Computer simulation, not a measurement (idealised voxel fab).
Module name: voxel capacitor over wiring (process module)
Xsec cut, 140 nm wide, square cell size 5 nm.
How to read a cross-section here: the picture is a grid of square cells, written as bands going from the top down, and any band can span one or more rows of cells.
Basically the band line says how high the top is and how high the bottom is, in nm, and then what's in it from left to right, every material with its width in nm. Empty space shows up as "empty", and if a single material carries "edge to edge" it runs the full band edge to edge.
For the purposes of this specification, 0 denotes the height below which the wafer in its as-received condition is composed wholly of one material, and the lowermost band, lacking a lower limit, extends downward without end, as expressed in "0..down".
Note: "30..40" means the width goes from the first number (top row of the band) to the second number (bottom row) in equal steps per row of cells.
Given "left unchanged" for a step, no cell of the cross-section differs between before and after that step.
Heads up: "Unvented cavities" only lists the empty pockets with no open path to the top that are 8 cells or more, and it writes them as width x height at distance, distance from the left edge, in nm.
Note: text after step settings on the step line = simulator remark on that step.
The optional step-line setting "overlay nm" applies to steps with a mask and quantifies how far to the right of its planned location the mask lay, a negative value indicating leftward placement.

### Set out below are the planned steps of the process
step 1: RECEIVE | material Si
step 2: CONFORMAL_DEP | material SiO2 | thk nm 10
step 3: CONFORMAL_DEP | material SiN | thk nm 5
step 4: DIRECTIONAL_DEP | material lowk | thk nm 20
step 5: MASKED_ETCH | tone open | mask id METAL_1 | width nm 20 | pitch nm 85 | etch materials lowk | depth nm 20 | overlay nm 0
step 6: MASKED_ETCH | tone open | mask id METAL_1 | width nm 20 | pitch nm 85 | etch materials SiN | depth nm 5 | overlay nm 0
step 7: CONFORMAL_DEP | material TiN | thk nm 5
step 8: FILL_DEP | material Ru | thk nm 10
step 9: CMP | height nm 35
step 10: CONFORMAL_DEP | material SiCN | thk nm 5
step 11: DIRECTIONAL_DEP | material SiO2 | thk nm 10
step 12: MASKED_ETCH | tone open | mask id PLUG_1 | width nm 15 | etch materials SiO2 | depth nm 10 | overlay nm 0
step 13: MASKED_ETCH | tone open | mask id PLUG_1 | width nm 15 | etch materials SiCN | depth nm 5 | overlay nm 0
step 14: EPI | material Ru | thk nm 10
step 15: EPI | material Ru | thk nm 5
step 16: DIRECTIONAL_DEP | material TiN | thk nm 5
step 17: DIRECTIONAL_DEP | material SiN | thk nm 5
step 18: DIRECTIONAL_DEP | material TiN | thk nm 10
step 19: DIRECTIONAL_DEP | material aC | thk nm 10
step 20: PATTERN | tone cover | mask id UPPER_PLATE | material resist | width nm 70 | thk nm 30 | overlay nm 0
step 21: DIRECTIONAL_ETCH | etch materials aC | depth nm 10
step 22: STRIP | etch materials resist
step 23: DIRECTIONAL_ETCH | etch materials TiN | depth nm 10
step 24: DIRECTIONAL_ETCH | etch materials SiN | depth nm 5
step 25: STRIP | etch materials aC
step 26: DIRECTIONAL_DEP | material aC | thk nm 15
step 27: PATTERN | tone cover | mask id LOWER_PLATE | material resist | width nm 80 | thk nm 35 | overlay nm 0
step 28: DIRECTIONAL_ETCH | etch materials aC | depth nm 15
step 29: STRIP | etch materials resist
step 30: DIRECTIONAL_ETCH | etch materials TiN | depth nm 5
step 31: STRIP | etch materials aC
step 32: FILL_DEP | material SiO2 | thk nm 15
step 33: CMP | height nm 80
step 34: PATTERN | tone open | mask id PLUG_2 | material resist | width nm 15 | thk nm 15 | overlay nm 0
step 35: DIRECTIONAL_ETCH | etch materials SiO2 | depth nm 10
step 36: STRIP | etch materials resist
step 37: CONFORMAL_DEP | material TiN | thk nm 5
step 38: FILL_DEP | material Cu | thk nm 10
step 39: CMP | height nm 80
step 40: CONFORMAL_DEP | material SiN | thk nm 5

### The first of a set of two wafers, run to plan

### This is the cross-section of the wafer as we received it, i.e. after step 1
    0..down | Si edge to edge
    Unvented cavities: none

### Cross-sectional representation of the wafer at the conclusion of step 2
    10..0 | SiO2 edge to edge
    Heights below 0 show no change.

### Cross-sectional representation of the wafer at the conclusion of step 3
    15..10 | SiN edge to edge
    Heights below 10 show no change.

### Cross-sectional representation of the wafer at the conclusion of step 4
    35..15 | lowk edge to edge
    Heights below 15 show no change.

### Cross-sectional representation of the wafer at the conclusion of step 5
    35..15 | 15 of lowk | 20 of empty | 65 of lowk | 20 of empty | 20 of lowk
    Heights below 15 show no change.

### Cross-sectional representation of the wafer at the conclusion of step 6
    35..15 | 15 of lowk | 20 of empty | 65 of lowk | 20 of empty | 20 of lowk
    15..10 | 15 of SiN | 20 of empty | 65 of SiN | 20 of empty | 20 of SiN
    Heights below 10 show no change.

### Cross-sectional representation of the wafer at the conclusion of step 7
    40..35 | 20 of TiN | 10 of empty | 75 of TiN | 10 of empty | 25 of TiN
    35..15 | 15 of lowk | 5 of TiN | 10 of empty | 5 of TiN | 65 of lowk | 5 of TiN | 10 of empty | 5 of TiN | 20 of lowk
    15..10 | 15 of SiN | 20 of TiN | 65 of SiN | 20 of TiN | 20 of SiN
    Heights below 10 show no change.

### Cross-sectional representation of the wafer at the conclusion of step 8
    50..40 | Ru edge to edge
    40..35 | 20 of TiN | 10 of Ru | 75 of TiN | 10 of Ru | 25 of TiN
    35..15 | 15 of lowk | 5 of TiN | 10 of Ru | 5 of TiN | 65 of lowk | 5 of TiN | 10 of Ru | 5 of TiN | 20 of lowk
    Heights below 15 show no change.

### Cross-sectional representation of the wafer at the conclusion of step 9
    35..15 | 15 of lowk | 5 of TiN | 10 of Ru | 5 of TiN | 65 of lowk | 5 of TiN | 10 of Ru | 5 of TiN | 20 of lowk
    Heights below 15 show no change.

### Cross-sectional representation of the wafer at the conclusion of step 10
    40..35 | SiCN edge to edge
    Heights below 35 show no change.

### Cross-sectional representation of the wafer at the conclusion of step 11
    50..40 | SiO2 edge to edge
    Heights below 40 show no change.

### Cross-sectional representation of the wafer at the conclusion of step 12
    50..40 | 20 of SiO2 | 15 of empty | 105 of SiO2
    Heights below 40 show no change.

### Cross-sectional representation of the wafer at the conclusion of step 13
    50..40 | 20 of SiO2 | 15 of empty | 105 of SiO2
    40..35 | 20 of SiCN | 15 of empty | 105 of SiCN
    Heights below 35 show no change.

### Cross-sectional representation of the wafer at the conclusion of step 14
    50..45 | 20 of SiO2 | 15 of empty | 105 of SiO2
    45..40 | 20 of SiO2 | 15 of Ru | 105 of SiO2
    40..35 | 20 of SiCN | 15 of Ru | 105 of SiCN
    Heights below 35 show no change.

### Cross-sectional representation of the wafer at the conclusion of step 15
    50..40 | 20 of SiO2 | 15 of Ru | 105 of SiO2
    Heights below 40 show no change.

### Cross-sectional representation of the wafer at the conclusion of step 16
    55..50 | TiN edge to edge
    Heights below 50 show no change.

### Cross-sectional representation of the wafer at the conclusion of step 17
    60..55 | SiN edge to edge
    Heights below 55 show no change.

### Cross-sectional representation of the wafer at the conclusion of step 18
    70..60 | TiN edge to edge
    Heights below 60 show no change.

### Cross-sectional representation of the wafer at the conclusion of step 19
    80..70 | aC edge to edge
    Heights below 70 show no change.

### Cross-sectional representation of the wafer at the conclusion of step 20
    110..80 | 20 of empty | 70 of resist | 50 of empty
    Heights below 80 show no change.

### Cross-sectional representation of the wafer at the conclusion of step 21
    100..80 | 20 of empty | 70 of resist | 50 of empty
    80..70 | 20 of empty | 70 of aC | 50 of empty
    Heights below 70 show no change.

### Cross-sectional representation of the wafer at the conclusion of step 22
    80..70 | 20 of empty | 70 of aC | 50 of empty
    Heights below 70 show no change.

### Cross-sectional representation of the wafer at the conclusion of step 23
    80..70 | 20 of empty | 70 of aC | 50 of empty
    70..60 | 20 of empty | 70 of TiN | 50 of empty
    Heights below 60 show no change.

### Cross-sectional representation of the wafer at the conclusion of step 24
    80..70 | 20 of empty | 70 of aC | 50 of empty
    70..60 | 20 of empty | 70 of TiN | 50 of empty
    60..55 | 20 of empty | 70 of SiN | 50 of empty
    Heights below 55 show no change.

### Cross-sectional representation of the wafer at the conclusion of step 25
    70..60 | 20 of empty | 70 of TiN | 50 of empty
    Heights below 60 show no change.

### Cross-sectional representation of the wafer at the conclusion of step 26
    85..70 | 20 of empty | 70 of aC | 50 of empty
    70..60 | 20 of aC | 70 of TiN | 50 of aC
    60..55 | 20 of aC | 70 of SiN | 50 of aC
    Heights below 55 show no change.

### Cross-sectional representation of the wafer at the conclusion of step 27
    120..85 | 15 of empty | 80 of resist | 45 of empty
    85..70 | 15 of empty | 5 of resist | 70 of aC | 5 of resist | 45 of empty
    Heights below 70 show no change.

### Cross-sectional representation of the wafer at the conclusion of step 28
    105..85 | 15 of empty | 80 of resist | 45 of empty
    85..70 | 15 of empty | 5 of resist | 70 of aC | 5 of resist | 45 of empty
    70..60 | 15 of empty | 5 of aC | 70 of TiN | 5 of aC | 45 of empty
    60..55 | 15 of empty | 5 of aC | 70 of SiN | 5 of aC | 45 of empty
    Heights below 55 show no change.

### Cross-sectional representation of the wafer at the conclusion of step 29
    85..70 | 20 of empty | 70 of aC | 50 of empty
    Heights below 70 show no change.

### Cross-sectional representation of the wafer at the conclusion of step 30
    85..70 | 20 of empty | 70 of aC | 50 of empty
    70..60 | 15 of empty | 5 of aC | 70 of TiN | 5 of aC | 45 of empty
    60..55 | 15 of empty | 5 of aC | 70 of SiN | 5 of aC | 45 of empty
    55..50 | 15 of empty | 80 of TiN | 45 of empty
    Heights below 50 show no change.

### Cross-sectional representation of the wafer at the conclusion of step 31
    70..60 | 20 of empty | 70 of TiN | 50 of empty
    60..55 | 20 of empty | 70 of SiN | 50 of empty
    Heights below 55 show no change.

### Cross-sectional representation of the wafer at the conclusion of step 32
    85..70 | SiO2 edge to edge
    70..60 | 20 of SiO2 | 70 of TiN | 50 of SiO2
    60..55 | 20 of SiO2 | 70 of SiN | 50 of SiO2
    55..50 | 15 of SiO2 | 80 of TiN | 45 of SiO2
    Heights below 50 show no change.

### Cross-sectional representation of the wafer at the conclusion of step 33
    80..70 | SiO2 edge to edge
    Heights below 70 show no change.

### Cross-sectional representation of the wafer at the conclusion of step 34
    95..80 | 30 of resist | 15 of empty | 95 of resist
    Heights below 80 show no change.

### Cross-sectional representation of the wafer at the conclusion of step 35
    95..80 | 30 of resist | 15 of empty | 95 of resist
    80..70 | 30 of SiO2 | 15 of empty | 95 of SiO2
    Heights below 70 show no change.

### Cross-sectional representation of the wafer at the conclusion of step 36
    80..70 | 30 of SiO2 | 15 of empty | 95 of SiO2
    Heights below 70 show no change.

### Cross-sectional representation of the wafer at the conclusion of step 37
    85..80 | 35 of TiN | 5 of empty | 100 of TiN
    80..75 | 30 of SiO2 | 5 of TiN | 5 of empty | 5 of TiN | 95 of SiO2
    75..70 | 30 of SiO2 | 15 of TiN | 95 of SiO2
    Heights below 70 show no change.

### Cross-sectional representation of the wafer at the conclusion of step 38
    95..85 | Cu edge to edge
    85..80 | 35 of TiN | 5 of Cu | 100 of TiN
    80..75 | 30 of SiO2 | 5 of TiN | 5 of Cu | 5 of TiN | 95 of SiO2
    Heights below 75 show no change.

### Cross-sectional representation of the wafer at the conclusion of step 39
    80..75 | 30 of SiO2 | 5 of TiN | 5 of Cu | 5 of TiN | 95 of SiO2
    Heights below 75 show no change.

### Cross-sectional representation of the wafer at the conclusion of step 40
    85..80 | SiN edge to edge
    Heights below 80 show no change.

### Okay, second wafer. Nothing different at the start, nothing different in the plan, just one mistake somewhere in the running. As far as step 11, counting that step, it's the first wafer all over again

### Second wafer shown in cross-section at the time step 12 was slated to end
    50..40 | 15 of SiO2 | 25 of empty | 100 of SiO2
    Heights below 40 show no change.

### Second wafer shown in cross-section at the time step 13 was slated to end
    50..40 | 15 of SiO2 | 25 of empty | 100 of SiO2
    40..35 | 20 of SiCN | 15 of empty | 105 of SiCN
    Heights below 35 show no change.

### Second wafer shown in cross-section at the time step 14 was slated to end
    50..45 | 15 of SiO2 | 25 of empty | 100 of SiO2
    45..40 | 15 of SiO2 | 25 of Ru | 100 of SiO2
    40..35 | 20 of SiCN | 15 of Ru | 105 of SiCN
    Heights below 35 show no change.

### Second wafer shown in cross-section at the time step 15 was slated to end
    50..40 | 15 of SiO2 | 25 of Ru | 100 of SiO2
    Heights below 40 show no change.

### Second wafer shown in cross-section at the time step 16 was slated to end
    55..50 | TiN edge to edge
    Heights below 50 show no change.

### Second wafer shown in cross-section at the time step 17 was slated to end
    60..55 | SiN edge to edge
    Heights below 55 show no change.

### Second wafer shown in cross-section at the time step 18 was slated to end
    70..60 | TiN edge to edge
    Heights below 60 show no change.

### Second wafer shown in cross-section at the time step 19 was slated to end
    80..70 | aC edge to edge
    Heights below 70 show no change.

### Second wafer shown in cross-section at the time step 20 was slated to end
    110..80 | 20 of empty | 70 of resist | 50 of empty
    Heights below 80 show no change.

### Second wafer shown in cross-section at the time step 21 was slated to end
    100..80 | 20 of empty | 70 of resist | 50 of empty
    80..70 | 20 of empty | 70 of aC | 50 of empty
    Heights below 70 show no change.

### Second wafer shown in cross-section at the time step 22 was slated to end
    80..70 | 20 of empty | 70 of aC | 50 of empty
    Heights below 70 show no change.

### Second wafer shown in cross-section at the time step 23 was slated to end
    80..70 | 20 of empty | 70 of aC | 50 of empty
    70..60 | 20 of empty | 70 of TiN | 50 of empty
    Heights below 60 show no change.

### Second wafer shown in cross-section at the time step 24 was slated to end
    80..70 | 20 of empty | 70 of aC | 50 of empty
    70..60 | 20 of empty | 70 of TiN | 50 of empty
    60..55 | 20 of empty | 70 of SiN | 50 of empty
    Heights below 55 show no change.

### Second wafer shown in cross-section at the time step 25 was slated to end
    70..60 | 20 of empty | 70 of TiN | 50 of empty
    Heights below 60 show no change.

### Second wafer shown in cross-section at the time step 26 was slated to end
    85..70 | 20 of empty | 70 of aC | 50 of empty
    70..60 | 20 of aC | 70 of TiN | 50 of aC
    60..55 | 20 of aC | 70 of SiN | 50 of aC
    Heights below 55 show no change.

### Second wafer shown in cross-section at the time step 27 was slated to end
    120..85 | 15 of empty | 80 of resist | 45 of empty
    85..70 | 15 of empty | 5 of resist | 70 of aC | 5 of resist | 45 of empty
    Heights below 70 show no change.

### Second wafer shown in cross-section at the time step 28 was slated to end
    105..85 | 15 of empty | 80 of resist | 45 of empty
    85..70 | 15 of empty | 5 of resist | 70 of aC | 5 of resist | 45 of empty
    70..60 | 15 of empty | 5 of aC | 70 of TiN | 5 of aC | 45 of empty
    60..55 | 15 of empty | 5 of aC | 70 of SiN | 5 of aC | 45 of empty
    Heights below 55 show no change.

### Second wafer shown in cross-section at the time step 29 was slated to end
    85..70 | 20 of empty | 70 of aC | 50 of empty
    Heights below 70 show no change.

### Second wafer shown in cross-section at the time step 30 was slated to end
    85..70 | 20 of empty | 70 of aC | 50 of empty
    70..60 | 15 of empty | 5 of aC | 70 of TiN | 5 of aC | 45 of empty
    60..55 | 15 of empty | 5 of aC | 70 of SiN | 5 of aC | 45 of empty
    55..50 | 15 of empty | 80 of TiN | 45 of empty
    Heights below 50 show no change.

### Second wafer shown in cross-section at the time step 31 was slated to end
    70..60 | 20 of empty | 70 of TiN | 50 of empty
    60..55 | 20 of empty | 70 of SiN | 50 of empty
    Heights below 55 show no change.

### Second wafer shown in cross-section at the time step 32 was slated to end
    85..70 | SiO2 edge to edge
    70..60 | 20 of SiO2 | 70 of TiN | 50 of SiO2
    60..55 | 20 of SiO2 | 70 of SiN | 50 of SiO2
    55..50 | 15 of SiO2 | 80 of TiN | 45 of SiO2
    Heights below 50 show no change.

### Second wafer shown in cross-section at the time step 33 was slated to end
    80..70 | SiO2 edge to edge
    Heights below 70 show no change.

### Second wafer shown in cross-section at the time step 34 was slated to end
    95..80 | 30 of resist | 15 of empty | 95 of resist
    Heights below 80 show no change.

### Second wafer shown in cross-section at the time step 35 was slated to end
    95..80 | 30 of resist | 15 of empty | 95 of resist
    80..70 | 30 of SiO2 | 15 of empty | 95 of SiO2
    Heights below 70 show no change.

### Second wafer shown in cross-section at the time step 36 was slated to end
    80..70 | 30 of SiO2 | 15 of empty | 95 of SiO2
    Heights below 70 show no change.

### Second wafer shown in cross-section at the time step 37 was slated to end
    85..80 | 35 of TiN | 5 of empty | 100 of TiN
    80..75 | 30 of SiO2 | 5 of TiN | 5 of empty | 5 of TiN | 95 of SiO2
    75..70 | 30 of SiO2 | 15 of TiN | 95 of SiO2
    Heights below 70 show no change.

### Second wafer shown in cross-section at the time step 38 was slated to end
    95..85 | Cu edge to edge
    85..80 | 35 of TiN | 5 of Cu | 100 of TiN
    80..75 | 30 of SiO2 | 5 of TiN | 5 of Cu | 5 of TiN | 95 of SiO2
    Heights below 75 show no change.

### Second wafer shown in cross-section at the time step 39 was slated to end
    80..75 | 30 of SiO2 | 5 of TiN | 5 of Cu | 5 of TiN | 95 of SiO2
    Heights below 75 show no change.

### Second wafer shown in cross-section at the time step 40 was slated to end
    85..80 | SiN edge to edge
    Heights below 80 show no change.
What went wrong in running the wafer? step 12 ran with different settings than intended, the actual operation and settings being MASKED_ETCH | tone open | mask id PLUG_1 | width nm 25 | etch materials SiO2 | depth nm 10 | overlay nm 0
The final cell counts differ between the wafers, with the second having more or fewer of some materials than the first: +4 Ru; -4 SiO2
